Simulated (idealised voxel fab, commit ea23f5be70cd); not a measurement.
The process module that follows is named voxel wiring stack.
Cross-section cut spans 290 nm and uses square cells 5 nm in size.
A cross-section is written here as square cells arranged in a grid, and it is given in bands from the top down, each band taking up one or more rows of cells.
Top height, bottom height, nm. Materials left to right, width each, nm. Single material + "all across" = fills band edge to edge. "empty" = empty.
Heights are measured from 0, the level below which the as-received wafer is all one material; the lowest band has no bottom and continues downward, written as in "top 0, no bottom".
The width entry "30 to 40" should be interpreted row by row: the top row of cells in the band takes the first number, the bottom row takes the second number, and the change between adjacent rows is uniform throughout.
Step marked "no alterations made"? Then no cell in the cross-section changed in it.
Empty spaces counting at least 8 cells and having no open way to the top are listed in "Closed internal voids". The notation width x height at distance is used for each, the distance being from the left edge and all three values in nm.
If you see something after the settings on a step's line, that's the simulator's own remark about that step.
The setting "overlay nm" may be written on the line of a step. When the step uses a mask, the value reports how far to the right of the planned place the mask lay, and a negative value reports that it lay to the left.
Pairs from here to the end. Each: cross-section before one process step, cross-section after it, the latter only as far down as the lowest band that changed. Under each: the step between, and its settings. Mind that the pairs may be taken from different runs of this module on the same starting wafer; whether a pair continues from the pair above depends on its entry headed "Pre-process", and it does only where that entry says so.

### Pre-process
  top 0, no bottom | Si all across
  Closed internal voids: none

### Cross-Section Thereafter
  top 15, bottom 0 | SiO2 all across
  Unchanged below 0.
  Closed internal voids: none
Relating the two cross-sections above, the step in between is CONFORMAL_DEP, material SiO2, thk nm 15

Pre-process: nothing new to draw here, it's the after view of the pair just above.

### Cross-Section Thereafter
  top 20, bottom 15 | TiN all across
  Unchanged below 15.
  Closed internal voids: none
Relating the two cross-sections above, the step in between is DIRECTIONAL_DEP, material TiN, thk nm 5

Pre-process: nothing new to draw here, it's the after view of the pair just above.

### Cross-Section Thereafter
  top 40, bottom 20 | W all across
  Unchanged below 20.
  Closed internal voids: none
Relating the two cross-sections above, the step in between is DIRECTIONAL_DEP, material W, thk nm 20

Pre-process: nothing new to draw here, it's the after view of the pair just above.

### Cross-Section Thereafter
  top 50, bottom 40 | aC all across
  Unchanged below 40.
  Closed internal voids: none
Relating the two cross-sections above, the step in between is DIRECTIONAL_DEP, material aC, thk nm 10

Pre-process: nothing new to draw here, it's the after view of the pair just above.

### Cross-Section Thereafter
  top 75, bottom 50 | 70 empty | 30 resist | 30 empty | 30 resist | 30 empty | 30 resist | 70 empty
  Unchanged below 50.
  Closed internal voids: none
Relating the two cross-sections above, the step in between is PATTERN, tone cover, mask id METAL_1, material resist, width nm 30, pitch nm 60, thk nm 25, overlay nm 0

Pre-process: nothing new to draw here, it's the after view of the pair just above.

### Cross-Section Thereafter
  top 65, bottom 50 | 70 empty | 30 resist | 30 empty | 30 resist | 30 empty | 30 resist | 70 empty
  top 50, bottom 40 | 70 empty | 30 aC | 30 empty | 30 aC | 30 empty | 30 aC | 70 empty
  Unchanged below 40.
  Closed internal voids: none
Relating the two cross-sections above, the step in between is DIRECTIONAL_ETCH, etch materials aC, depth nm 10

Pre-process: nothing new to draw here, it's the after view of the pair just above.

### Cross-Section Thereafter
  top 50, bottom 40 | 70 empty | 30 aC | 30 empty | 30 aC | 30 empty | 30 aC | 70 empty
  Unchanged below 40.
  Closed internal voids: none
Relating the two cross-sections above, the step in between is STRIP, etch materials resist

Pre-process: nothing new to draw here, it's the after view of the pair just above.

### Cross-Section Thereafter
  top 50, bottom 40 | 70 empty | 30 aC | 30 empty | 30 aC | 30 empty | 30 aC | 70 empty
  top 40, bottom 20 | 70 empty | 30 W | 30 empty | 30 W | 30 empty | 30 W | 70 empty
  Unchanged below 20.
  Closed internal voids: none
Relating the two cross-sections above, the step in between is DIRECTIONAL_ETCH, etch materials W, depth nm 20

Pre-process: nothing new to draw here, it's the after view of the pair just above.

### Cross-Section Thereafter
  top 50, bottom 40 | 70 empty | 30 aC | 30 empty | 30 aC | 30 empty | 30 aC | 70 empty
  top 40, bottom 20 | 70 empty | 30 W | 30 empty | 30 W | 30 empty | 30 W | 70 empty
  top 20, bottom 15 | 70 empty | 30 TiN | 30 empty | 30 TiN | 30 empty | 30 TiN | 70 empty
  Unchanged below 15.
  Closed internal voids: none
Relating the two cross-sections above, the step in between is DIRECTIONAL_ETCH, etch materials TiN, depth nm 5

Pre-process: nothing new to draw here, it's the after view of the pair just above.

### Cross-Section Thereafter
  top 40, bottom 20 | 70 empty | 30 W | 30 empty | 30 W | 30 empty | 30 W | 70 empty
  Unchanged below 20.
  Closed internal voids: none
Relating the two cross-sections above, the step in between is STRIP, etch materials aC

Pre-process: nothing new to draw here, it's the after view of the pair just above.

### Cross-Section Thereafter
  top 45, bottom 40 | SiO2 all across
  top 40, bottom 20 | 70 SiO2 | 30 W | 30 SiO2 | 30 W | 30 SiO2 | 30 W | 70 SiO2
  top 20, bottom 15 | 70 SiO2 | 30 TiN | 30 SiO2 | 30 TiN | 30 SiO2 | 30 TiN | 70 SiO2
  Unchanged below 15.
  Closed internal voids: none
Relating the two cross-sections above, the step in between is FILL_DEP, material SiO2, thk nm 5

Pre-process: nothing new to draw here, it's the after view of the pair just above.

### Cross-Section Thereafter
  top 40, bottom 20 | 70 SiO2 | 30 W | 30 SiO2 | 30 W | 30 SiO2 | 30 W | 70 SiO2
  Unchanged below 20.
  Closed internal voids: none
Relating the two cross-sections above, the step in between is CMP, height nm 40

Pre-process: nothing new to draw here, it's the after view of the pair just above.

### Cross-Section Thereafter
  top 45, bottom 40 | SiCN all across
  Unchanged below 40.
  Closed internal voids: none
Relating the two cross-sections above, the step in between is CONFORMAL_DEP, material SiCN, thk nm 5

Pre-process: nothing new to draw here, it's the after view of the pair just above.

### Cross-Section Thereafter
  top 75, bottom 45 | lowk all across
  Unchanged below 45.
  Closed internal voids: none
Relating the two cross-sections above, the step in between is DIRECTIONAL_DEP, material lowk, thk nm 30

Pre-process: nothing new to draw here, it's the after view of the pair just above.

### Cross-Section Thereafter
  top 90, bottom 75 | 70 resist | 15 empty | 105 resist | 15 empty | 85 resist
  Unchanged below 75.
  Closed internal voids: none
Relating the two cross-sections above, the step in between is PATTERN, tone open, mask id METAL_2_HOLES, material resist, width nm 15, pitch nm 120, thk nm 15, overlay nm 0

Pre-process: nothing new to draw here, it's the after view of the pair just above.

### Cross-Section Thereafter
  top 90, bottom 75 | 70 resist | 15 empty | 105 resist | 15 empty | 85 resist
  top 75, bottom 45 | 70 lowk | 15 empty | 105 lowk | 15 empty | 85 lowk
  Unchanged below 45.
  Closed internal voids: none
Relating the two cross-sections above, the step in between is DIRECTIONAL_ETCH, etch materials lowk, depth nm 30

Pre-process: nothing new to draw here, it's the after view of the pair just above.

### Cross-Section Thereafter
  top 75, bottom 45 | 70 lowk | 15 empty | 105 lowk | 15 empty | 85 lowk
  Unchanged below 45.
  Closed internal voids: none
Relating the two cross-sections above, the step in between is STRIP, etch materials resist

Pre-process: nothing new to draw here, it's the after view of the pair just above.

### Cross-Section Thereafter
  top 95, bottom 75 | 70 resist | 30 empty | 30 resist | 30 empty | 30 resist | 30 empty | 70 resist
  Unchanged below 75.
  Closed internal voids: none
Relating the two cross-sections above, the step in between is PATTERN, tone open, mask id METAL_2, material resist, width nm 30, pitch nm 60, thk nm 20, overlay nm 0

Pre-process: nothing new to draw here, it's the after view of the pair just above.

### Cross-Section Thereafter
  top 95, bottom 75 | 70 resist | 30 empty | 30 resist | 30 empty | 30 resist | 30 empty | 70 resist
  top 75, bottom 55 | 70 lowk | 30 empty | 30 lowk | 30 empty | 30 lowk | 30 empty | 70 lowk
  Unchanged below 55.
  Closed internal voids: none
Relating the two cross-sections above, the step in between is DIRECTIONAL_ETCH, etch materials lowk, depth nm 20

Pre-process: nothing new to draw here, it's the after view of the pair just above.

### Cross-Section Thereafter
  top 95, bottom 75 | 70 resist | 30 empty | 30 resist | 30 empty | 30 resist | 30 empty | 70 resist
  top 75, bottom 55 | 70 lowk | 30 empty | 30 lowk | 30 empty | 30 lowk | 30 empty | 70 lowk
  top 55, bottom 45 | 70 lowk | 15 empty | 105 lowk | 15 empty | 85 lowk
  top 45, bottom 40 | 70 SiCN | 15 empty | 105 SiCN | 15 empty | 85 SiCN
  Unchanged below 40.
  Closed internal voids: none
Relating the two cross-sections above, the step in between is DIRECTIONAL_ETCH, etch materials SiCN, depth nm 5

Pre-process: nothing new to draw here, it's the after view of the pair just above.

### Cross-Section Thereafter
  top 75, bottom 55 | 70 lowk | 30 empty | 30 lowk | 30 empty | 30 lowk | 30 empty | 70 lowk
  Unchanged below 55.
  Closed internal voids: none
Relating the two cross-sections above, the step in between is STRIP, etch materials resist

Pre-process: nothing new to draw here, it's the after view of the pair just above.

### Cross-Section Thereafter
  top 80, bottom 75 | 75 TiN | 20 empty | 40 TiN | 20 empty | 40 TiN | 20 empty | 75 TiN
  top 75, bottom 60 | 70 lowk | 5 TiN | 20 empty | 5 TiN | 30 lowk | 5 TiN | 20 empty | 5 TiN | 30 lowk | 5 TiN | 20 empty | 5 TiN | 70 lowk
  top 60, bottom 55 | 70 lowk | 5 TiN | 5 empty | 20 TiN | 30 lowk | 30 TiN | 30 lowk | 5 TiN | 5 empty | 20 TiN | 70 lowk
  top 55, bottom 45 | 70 lowk | 5 TiN | 5 empty | 5 TiN | 105 lowk | 5 TiN | 5 empty | 5 TiN | 85 lowk
  top 45, bottom 40 | 70 SiCN | 15 TiN | 105 SiCN | 15 TiN | 85 SiCN
  Unchanged below 40.
  Closed internal voids: none
Relating the two cross-sections above, the step in between is CONFORMAL_DEP, material TiN, thk nm 5

Pre-process: nothing new to draw here, it's the after view of the pair just above.

### Cross-Section Thereafter
  top 90, bottom 80 | Cu all across
  top 80, bottom 75 | 75 TiN | 20 Cu | 40 TiN | 20 Cu | 40 TiN | 20 Cu | 75 TiN
  top 75, bottom 60 | 70 lowk | 5 TiN | 20 Cu | 5 TiN | 30 lowk | 5 TiN | 20 Cu | 5 TiN | 30 lowk | 5 TiN | 20 Cu | 5 TiN | 70 lowk
  top 60, bottom 55 | 70 lowk | 5 TiN | 5 Cu | 20 TiN | 30 lowk | 30 TiN | 30 lowk | 5 TiN | 5 Cu | 20 TiN | 70 lowk
  top 55, bottom 45 | 70 lowk | 5 TiN | 5 Cu | 5 TiN | 105 lowk | 5 TiN | 5 Cu | 5 TiN | 85 lowk
  Unchanged below 45.
  Closed internal voids: none
Relating the two cross-sections above, the step in between is FILL_DEP, material Cu, thk nm 10

Pre-process: nothing new to draw here, it's the after view of the pair just above.

### Cross-Section Thereafter
  top 75, bottom 60 | 70 lowk | 5 TiN | 20 Cu | 5 TiN | 30 lowk | 5 TiN | 20 Cu | 5 TiN | 30 lowk | 5 TiN | 20 Cu | 5 TiN | 70 lowk
  Unchanged below 60.
  Closed internal voids: none
Relating the two cross-sections above, the step in between is CMP, height nm 75

Pre-process: nothing new to draw here, it's the after view of the pair just above.

### Cross-Section Thereafter
  top 80, bottom 75 | SiCN all across
  Unchanged below 75.
  Closed internal voids: none
Relating the two cross-sections above, the step in between is CONFORMAL_DEP, material SiCN, thk nm 5

Pre-process: nothing new to draw here, it's the after view of the pair just above.

### Cross-Section Thereafter
  top 95, bottom 80 | SiO2 all across
  Unchanged below 80.
  Closed internal voids: none
Relating the two cross-sections above, the step in between is DIRECTIONAL_DEP, material SiO2, thk nm 15

Pre-process: nothing new to draw here, it's the after view of the pair just above.

### Cross-Section Thereafter
  top 110, bottom 95 | 70 resist | 15 empty | 45 resist | 15 empty | 45 resist | 15 empty | 85 resist
  Unchanged below 95.
  Closed internal voids: none
Relating the two cross-sections above, the step in between is PATTERN, tone open, mask id PLUG_2, material resist, width nm 15, pitch nm 60, thk nm 15, overlay nm 0

Pre-process: nothing new to draw here, it's the after view of the pair just above.

### Cross-Section Thereafter
  top 110, bottom 95 | 70 resist | 15 empty | 45 resist | 15 empty | 45 resist | 15 empty | 85 resist
  top 95, bottom 80 | 70 SiO2 | 15 empty | 45 SiO2 | 15 empty | 45 SiO2 | 15 empty | 85 SiO2
  Unchanged below 80.
  Closed internal voids: none
Relating the two cross-sections above, the step in between is DIRECTIONAL_ETCH, etch materials SiO2, depth nm 15

Pre-process: nothing new to draw here, it's the after view of the pair just above.

### Cross-Section Thereafter
  top 110, bottom 95 | 70 resist | 15 empty | 45 resist | 15 empty | 45 resist | 15 empty | 85 resist
  top 95, bottom 80 | 70 SiO2 | 15 empty | 45 SiO2 | 15 empty | 45 SiO2 | 15 empty | 85 SiO2
  top 80, bottom 75 | 70 SiCN | 15 empty | 45 SiCN | 15 empty | 45 SiCN | 15 empty | 85 SiCN
  Unchanged below 75.
  Closed internal voids: none
Relating the two cross-sections above, the step in between is DIRECTIONAL_ETCH, etch materials SiCN, depth nm 5

Pre-process: nothing new to draw here, it's the after view of the pair just above.

### Cross-Section Thereafter
  top 95, bottom 80 | 70 SiO2 | 15 empty | 45 SiO2 | 15 empty | 45 SiO2 | 15 empty | 85 SiO2
  Unchanged below 80.
  Closed internal voids: none
Relating the two cross-sections above, the step in between is STRIP, etch materials resist

Pre-process: nothing new to draw here, it's the after view of the pair just above.

### Cross-Section Thereafter
  top 95, bottom 85 | 70 SiO2 | 15 empty | 45 SiO2 | 15 empty | 45 SiO2 | 15 empty | 85 SiO2
  top 85, bottom 80 | 70 SiO2 | 15 Ru | 45 SiO2 | 15 Ru | 45 SiO2 | 15 Ru | 85 SiO2
  top 80, bottom 75 | 70 SiCN | 15 Ru | 45 SiCN | 15 Ru | 45 SiCN | 15 Ru | 85 SiCN
  Unchanged below 75.
  Closed internal voids: none
Relating the two cross-sections above, the step in between is EPI, material Ru, thk nm 10

Pre-process: nothing new to draw here, it's the after view of the pair just above.

### Cross-Section Thereafter
  top 95, bottom 80 | 70 SiO2 | 15 Ru | 45 SiO2 | 15 Ru | 45 SiO2 | 15 Ru | 85 SiO2
  Unchanged below 80.
  Closed internal voids: none
Relating the two cross-sections above, the step in between is EPI, material Ru, thk nm 10

Pre-process: nothing new to draw here, it's the after view of the pair just above.

### Cross-Section Thereafter
  top 100, bottom 95 | TiN all across
  Unchanged below 95.
  Closed internal voids: none
Relating the two cross-sections above, the step in between is DIRECTIONAL_DEP, material TiN, thk nm 5

Pre-process: nothing new to draw here, it's the after view of the pair just above.

### Cross-Section Thereafter
  top 120, bottom 100 | W all across
  Unchanged below 100.
  Closed internal voids: none
Relating the two cross-sections above, the step in between is DIRECTIONAL_DEP, material W, thk nm 20

Pre-process: nothing new to draw here, it's the after view of the pair just above.

### Cross-Section Thereafter
  top 130, bottom 120 | aC all across
  Unchanged below 120.
  Closed internal voids: none
Relating the two cross-sections above, the step in between is DIRECTIONAL_DEP, material aC, thk nm 10

Pre-process: nothing new to draw here, it's the after view of the pair just above.

### Cross-Section Thereafter
  top 155, bottom 130 | 70 empty | 30 resist | 30 empty | 30 resist | 30 empty | 30 resist | 70 empty
  Unchanged below 130.
  Closed internal voids: none
Relating the two cross-sections above, the step in between is PATTERN, tone cover, mask id METAL_3, material resist, width nm 30, pitch nm 60, thk nm 25, overlay nm 0

Pre-process: nothing new to draw here, it's the after view of the pair just above.

### Cross-Section Thereafter
  top 145, bottom 130 | 70 empty | 30 resist | 30 empty | 30 resist | 30 empty | 30 resist | 70 empty
  top 130, bottom 120 | 70 empty | 30 aC | 30 empty | 30 aC | 30 empty | 30 aC | 70 empty
  Unchanged below 120.
  Closed internal voids: none
Relating the two cross-sections above, the step in between is DIRECTIONAL_ETCH, etch materials aC, depth nm 10

Pre-process: nothing new to draw here, it's the after view of the pair just above.

### Cross-Section Thereafter
  top 130, bottom 120 | 70 empty | 30 aC | 30 empty | 30 aC | 30 empty | 30 aC | 70 empty
  Unchanged below 120.
  Closed internal voids: none
Relating the two cross-sections above, the step in between is STRIP, etch materials resist

Pre-process: nothing new to draw here, it's the after view of the pair just above.

### Cross-Section Thereafter
  top 130, bottom 120 | 70 empty | 30 aC | 30 empty | 30 aC | 30 empty | 30 aC | 70 empty
  top 120, bottom 100 | 70 empty | 30 W | 30 empty | 30 W | 30 empty | 30 W | 70 empty
  Unchanged below 100.
  Closed internal voids: none
Relating the two cross-sections above, the step in between is DIRECTIONAL_ETCH, etch materials W, depth nm 20

Pre-process: nothing new to draw here, it's the after view of the pair just above.

### Cross-Section Thereafter
  top 130, bottom 120 | 70 empty | 30 aC | 30 empty | 30 aC | 30 empty | 30 aC | 70 empty
  top 120, bottom 100 | 70 empty | 30 W | 30 empty | 30 W | 30 empty | 30 W | 70 empty
  top 100, bottom 95 | 70 empty | 30 TiN | 30 empty | 30 TiN | 30 empty | 30 TiN | 70 empty
  Unchanged below 95.
  Closed internal voids: none
Relating the two cross-sections above, the step in between is DIRECTIONAL_ETCH, etch materials TiN, depth nm 5

Pre-process: nothing new to draw here, it's the after view of the pair just above.

### Cross-Section Thereafter
  top 120, bottom 100 | 70 empty | 30 W | 30 empty | 30 W | 30 empty | 30 W | 70 empty
  Unchanged below 100.
  Closed internal voids: none
Relating the two cross-sections above, the step in between is STRIP, etch materials aC

Pre-process: nothing new to draw here, it's the after view of the pair just above.

### Cross-Section Thereafter
  top 125, bottom 120 | lowk all across
  top 120, bottom 100 | 70 lowk | 30 W | 30 lowk | 30 W | 30 lowk | 30 W | 70 lowk
  top 100, bottom 95 | 70 lowk | 30 TiN | 30 lowk | 30 TiN | 30 lowk | 30 TiN | 70 lowk
  Unchanged below 95.
  Closed internal voids: none
Relating the two cross-sections above, the step in between is FILL_DEP, material lowk, thk nm 5

Pre-process: nothing new to draw here, it's the after view of the pair just above.

### Cross-Section Thereafter
  top 120, bottom 100 | 70 lowk | 30 W | 30 lowk | 30 W | 30 lowk | 30 W | 70 lowk
  Unchanged below 100.
  Closed internal voids: none
Relating the two cross-sections above, the step in between is CMP, height nm 120

Pre-process: nothing new to draw here, it's the after view of the pair just above.

### Cross-Section Thereafter
  top 125, bottom 120 | SiCN all across
  Unchanged below 120.
  Closed internal voids: none
Relating the two cross-sections above, the step in between is CONFORMAL_DEP, material SiCN, thk nm 5

### Pre-process
  top 15, bottom 0 | SiO2 all across
  top 0, no bottom | Si all across
  Closed internal voids: none

### Cross-Section Thereafter
  top 35, bottom 15 | W all across
  Unchanged below 15.
  Closed internal voids: none
Relating the two cross-sections above, the step in between is DIRECTIONAL_DEP, material W, thk nm 20

Pre-process: nothing new to draw here, it's the after view of the pair just above.

### Cross-Section Thereafter
  top 45, bottom 35 | aC all across
  Unchanged below 35.
  Closed internal voids: none
Relating the two cross-sections above, the step in between is DIRECTIONAL_DEP, material aC, thk nm 10

Pre-process: nothing new to draw here, it's the after view of the pair just above.

### Cross-Section Thereafter
  top 70, bottom 45 | 70 empty | 30 resist | 30 empty | 30 resist | 30 empty | 30 resist | 70 empty
  Unchanged below 45.
  Closed internal voids: none
Relating the two cross-sections above, the step in between is PATTERN, tone cover, mask id METAL_1, material resist, width nm 30, pitch nm 60, thk nm 25, overlay nm 0

Pre-process: nothing new to draw here, it's the after view of the pair just above.

### Cross-Section Thereafter
  top 60, bottom 45 | 70 empty | 30 resist | 30 empty | 30 resist | 30 empty | 30 resist | 70 empty
  top 45, bottom 35 | 70 empty | 30 aC | 30 empty | 30 aC | 30 empty | 30 aC | 70 empty
  Unchanged below 35.
  Closed internal voids: none
Relating the two cross-sections above, the step in between is DIRECTIONAL_ETCH, etch materials aC, depth nm 10

Pre-process: nothing new to draw here, it's the after view of the pair just above.

### Cross-Section Thereafter
  top 45, bottom 35 | 70 empty | 30 aC | 30 empty | 30 aC | 30 empty | 30 aC | 70 empty
  Unchanged below 35.
  Closed internal voids: none
Relating the two cross-sections above, the step in between is STRIP, etch materials resist

Pre-process: nothing new to draw here, it's the after view of the pair just above.

### Cross-Section Thereafter
  top 45, bottom 35 | 70 empty | 30 aC | 30 empty | 30 aC | 30 empty | 30 aC | 70 empty
  top 35, bottom 15 | 70 empty | 30 W | 30 empty | 30 W | 30 empty | 30 W | 70 empty
  Unchanged below 15.
  Closed internal voids: none
Relating the two cross-sections above, the step in between is DIRECTIONAL_ETCH, etch materials W, depth nm 20

Pre-process: nothing new to draw here, it's the after view of the pair just above.

### Cross-Section Thereafter
  top 35, bottom 15 | 70 empty | 30 W | 30 empty | 30 W | 30 empty | 30 W | 70 empty
  Unchanged below 15.
  Closed internal voids: none
Relating the two cross-sections above, the step in between is STRIP, etch materials aC

Pre-process: nothing new to draw here, it's the after view of the pair just above.

### Cross-Section Thereafter
  top 40, bottom 35 | SiO2 all across
  top 35, bottom 15 | 70 SiO2 | 30 W | 30 SiO2 | 30 W | 30 SiO2 | 30 W | 70 SiO2
  Unchanged below 15.
  Closed internal voids: none
Relating the two cross-sections above, the step in between is FILL_DEP, material SiO2, thk nm 5

Pre-process: nothing new to draw here, it's the after view of the pair just above.

### Cross-Section Thereafter
  top 45, bottom 40 | SiCN all across
  Unchanged below 40.
  Closed internal voids: none
Relating the two cross-sections above, the step in between is CONFORMAL_DEP, material SiCN, thk nm 5

Pre-process: nothing new to draw here, it's the after view of the pair just above.

### Cross-Section Thereafter
  top 75, bottom 45 | lowk all across
  Unchanged below 45.
  Closed internal voids: none
Relating the two cross-sections above, the step in between is DIRECTIONAL_DEP, material lowk, thk nm 30

Pre-process: nothing new to draw here, it's the after view of the pair just above.

### Cross-Section Thereafter
  top 90, bottom 75 | 70 resist | 15 empty | 105 resist | 15 empty | 85 resist
  Unchanged below 75.
  Closed internal voids: none
Relating the two cross-sections above, the step in between is PATTERN, tone open, mask id METAL_2_HOLES, material resist, width nm 15, pitch nm 120, thk nm 15, overlay nm 0

Pre-process: nothing new to draw here, it's the after view of the pair just above.

### Cross-Section Thereafter
  top 90, bottom 75 | 70 resist | 15 empty | 105 resist | 15 empty | 85 resist
  top 75, bottom 45 | 70 lowk | 15 empty | 105 lowk | 15 empty | 85 lowk
  Unchanged below 45.
  Closed internal voids: none
Relating the two cross-sections above, the step in between is DIRECTIONAL_ETCH, etch materials lowk, depth nm 30

Pre-process: nothing new to draw here, it's the after view of the pair just above.

### Cross-Section Thereafter
  top 75, bottom 45 | 70 lowk | 15 empty | 105 lowk | 15 empty | 85 lowk
  Unchanged below 45.
  Closed internal voids: none
Relating the two cross-sections above, the step in between is STRIP, etch materials resist

Pre-process: nothing new to draw here, it's the after view of the pair just above.

### Cross-Section Thereafter
  top 95, bottom 75 | 70 resist | 30 empty | 30 resist | 30 empty | 30 resist | 30 empty | 70 resist
  Unchanged below 75.
  Closed internal voids: none
Relating the two cross-sections above, the step in between is PATTERN, tone open, mask id METAL_2, material resist, width nm 30, pitch nm 60, thk nm 20, overlay nm 0

Pre-process: nothing new to draw here, it's the after view of the pair just above.

### Cross-Section Thereafter
  top 95, bottom 75 | 70 resist | 30 empty | 30 resist | 30 empty | 30 resist | 30 empty | 70 resist
  top 75, bottom 55 | 70 lowk | 30 empty | 30 lowk | 30 empty | 30 lowk | 30 empty | 70 lowk
  Unchanged below 55.
  Closed internal voids: none
Relating the two cross-sections above, the step in between is DIRECTIONAL_ETCH, etch materials lowk, depth nm 20

Pre-process: nothing new to draw here, it's the after view of the pair just above.

### Cross-Section Thereafter
  top 95, bottom 75 | 70 resist | 30 empty | 30 resist | 30 empty | 30 resist | 30 empty | 70 resist
  top 75, bottom 55 | 70 lowk | 30 empty | 30 lowk | 30 empty | 30 lowk | 30 empty | 70 lowk
  top 55, bottom 45 | 70 lowk | 15 empty | 105 lowk | 15 empty | 85 lowk
  top 45, bottom 40 | 70 SiCN | 15 empty | 105 SiCN | 15 empty | 85 SiCN
  Unchanged below 40.
  Closed internal voids: none
Relating the two cross-sections above, the step in between is DIRECTIONAL_ETCH, etch materials SiCN, depth nm 5

Pre-process: nothing new to draw here, it's the after view of the pair just above.

### Cross-Section Thereafter
  top 75, bottom 55 | 70 lowk | 30 empty | 30 lowk | 30 empty | 30 lowk | 30 empty | 70 lowk
  Unchanged below 55.
  Closed internal voids: none
Relating the two cross-sections above, the step in between is STRIP, etch materials resist

Pre-process: nothing new to draw here, it's the after view of the pair just above.

### Cross-Section Thereafter
  top 80, bottom 75 | 75 TiN | 20 empty | 40 TiN | 20 empty | 40 TiN | 20 empty | 75 TiN
  top 75, bottom 60 | 70 lowk | 5 TiN | 20 empty | 5 TiN | 30 lowk | 5 TiN | 20 empty | 5 TiN | 30 lowk | 5 TiN | 20 empty | 5 TiN | 70 lowk
  top 60, bottom 55 | 70 lowk | 5 TiN | 5 empty | 20 TiN | 30 lowk | 30 TiN | 30 lowk | 5 TiN | 5 empty | 20 TiN | 70 lowk
  top 55, bottom 45 | 70 lowk | 5 TiN | 5 empty | 5 TiN | 105 lowk | 5 TiN | 5 empty | 5 TiN | 85 lowk
  top 45, bottom 40 | 70 SiCN | 15 TiN | 105 SiCN | 15 TiN | 85 SiCN
  Unchanged below 40.
  Closed internal voids: none
Relating the two cross-sections above, the step in between is CONFORMAL_DEP, material TiN, thk nm 5

Pre-process: nothing new to draw here, it's the after view of the pair just above.

### Cross-Section Thereafter
  top 90, bottom 80 | Cu all across
  top 80, bottom 75 | 75 TiN | 20 Cu | 40 TiN | 20 Cu | 40 TiN | 20 Cu | 75 TiN
  top 75, bottom 60 | 70 lowk | 5 TiN | 20 Cu | 5 TiN | 30 lowk | 5 TiN | 20 Cu | 5 TiN | 30 lowk | 5 TiN | 20 Cu | 5 TiN | 70 lowk
  top 60, bottom 55 | 70 lowk | 5 TiN | 5 Cu | 20 TiN | 30 lowk | 30 TiN | 30 lowk | 5 TiN | 5 Cu | 20 TiN | 70 lowk
  top 55, bottom 45 | 70 lowk | 5 TiN | 5 Cu | 5 TiN | 105 lowk | 5 TiN | 5 Cu | 5 TiN | 85 lowk
  Unchanged below 45.
  Closed internal voids: none
Relating the two cross-sections above, the step in between is FILL_DEP, material Cu, thk nm 10

Pre-process: nothing new to draw here, it's the after view of the pair just above.

### Cross-Section Thereafter
  top 75, bottom 60 | 70 lowk | 5 TiN | 20 Cu | 5 TiN | 30 lowk | 5 TiN | 20 Cu | 5 TiN | 30 lowk | 5 TiN | 20 Cu | 5 TiN | 70 lowk
  Unchanged below 60.
  Closed internal voids: none
Relating the two cross-sections above, the step in between is CMP, height nm 75

Pre-process: nothing new to draw here, it's the after view of the pair just above.

### Cross-Section Thereafter
  top 80, bottom 75 | SiCN all across
  Unchanged below 75.
  Closed internal voids: none
Relating the two cross-sections above, the step in between is CONFORMAL_DEP, material SiCN, thk nm 5

Pre-process: nothing new to draw here, it's the after view of the pair just above.

### Cross-Section Thereafter
  top 95, bottom 80 | SiO2 all across
  Unchanged below 80.
  Closed internal voids: none
Relating the two cross-sections above, the step in between is DIRECTIONAL_DEP, material SiO2, thk nm 15

Pre-process: nothing new to draw here, it's the after view of the pair just above.

### Cross-Section Thereafter
  top 110, bottom 95 | 70 resist | 15 empty | 45 resist | 15 empty | 45 resist | 15 empty | 85 resist
  Unchanged below 95.
  Closed internal voids: none
Relating the two cross-sections above, the step in between is PATTERN, tone open, mask id PLUG_2, material resist, width nm 15, pitch nm 60, thk nm 15, overlay nm 0

Pre-process: nothing new to draw here, it's the after view of the pair just above.

### Cross-Section Thereafter
  top 110, bottom 95 | 70 resist | 15 empty | 45 resist | 15 empty | 45 resist | 15 empty | 85 resist
  top 95, bottom 80 | 70 SiO2 | 15 empty | 45 SiO2 | 15 empty | 45 SiO2 | 15 empty | 85 SiO2
  Unchanged below 80.
  Closed internal voids: none
Relating the two cross-sections above, the step in between is DIRECTIONAL_ETCH, etch materials SiO2, depth nm 15

Pre-process: nothing new to draw here, it's the after view of the pair just above.

### Cross-Section Thereafter
  top 110, bottom 95 | 70 resist | 15 empty | 45 resist | 15 empty | 45 resist | 15 empty | 85 resist
  top 95, bottom 80 | 70 SiO2 | 15 empty | 45 SiO2 | 15 empty | 45 SiO2 | 15 empty | 85 SiO2
  top 80, bottom 75 | 70 SiCN | 15 empty | 45 SiCN | 15 empty | 45 SiCN | 15 empty | 85 SiCN
  Unchanged below 75.
  Closed internal voids: none
Relating the two cross-sections above, the step in between is DIRECTIONAL_ETCH, etch materials SiCN, depth nm 5

Pre-process: nothing new to draw here, it's the after view of the pair just above.

### Cross-Section Thereafter
  top 95, bottom 80 | 70 SiO2 | 15 empty | 45 SiO2 | 15 empty | 45 SiO2 | 15 empty | 85 SiO2
  Unchanged below 80.
  Closed internal voids: none
Relating the two cross-sections above, the step in between is STRIP, etch materials resist

Pre-process: nothing new to draw here, it's the after view of the pair just above.

### Cross-Section Thereafter
  top 95, bottom 85 | 70 SiO2 | 15 empty | 45 SiO2 | 15 empty | 45 SiO2 | 15 empty | 85 SiO2
  top 85, bottom 80 | 70 SiO2 | 15 Ru | 45 SiO2 | 15 Ru | 45 SiO2 | 15 Ru | 85 SiO2
  top 80, bottom 75 | 70 SiCN | 15 Ru | 45 SiCN | 15 Ru | 45 SiCN | 15 Ru | 85 SiCN
  Unchanged below 75.
  Closed internal voids: none
Relating the two cross-sections above, the step in between is EPI, material Ru, thk nm 10

Pre-process: nothing new to draw here, it's the after view of the pair just above.

### Cross-Section Thereafter
  top 95, bottom 80 | 70 SiO2 | 15 Ru | 45 SiO2 | 15 Ru | 45 SiO2 | 15 Ru | 85 SiO2
  Unchanged below 80.
  Closed internal voids: none
Relating the two cross-sections above, the step in between is EPI, material Ru, thk nm 10

Pre-process: nothing new to draw here, it's the after view of the pair just above.

### Cross-Section Thereafter
  top 100, bottom 95 | TiN all across
  Unchanged below 95.
  Closed internal voids: none
Relating the two cross-sections above, the step in between is DIRECTIONAL_DEP, material TiN, thk nm 5

Pre-process: nothing new to draw here, it's the after view of the pair just above.

### Cross-Section Thereafter
  top 120, bottom 100 | W all across
  Unchanged below 100.
  Closed internal voids: none
Relating the two cross-sections above, the step in between is DIRECTIONAL_DEP, material W, thk nm 20

Pre-process: nothing new to draw here, it's the after view of the pair just above.

### Cross-Section Thereafter
  top 130, bottom 120 | aC all across
  Unchanged below 120.
  Closed internal voids: none
Relating the two cross-sections above, the step in between is DIRECTIONAL_DEP, material aC, thk nm 10
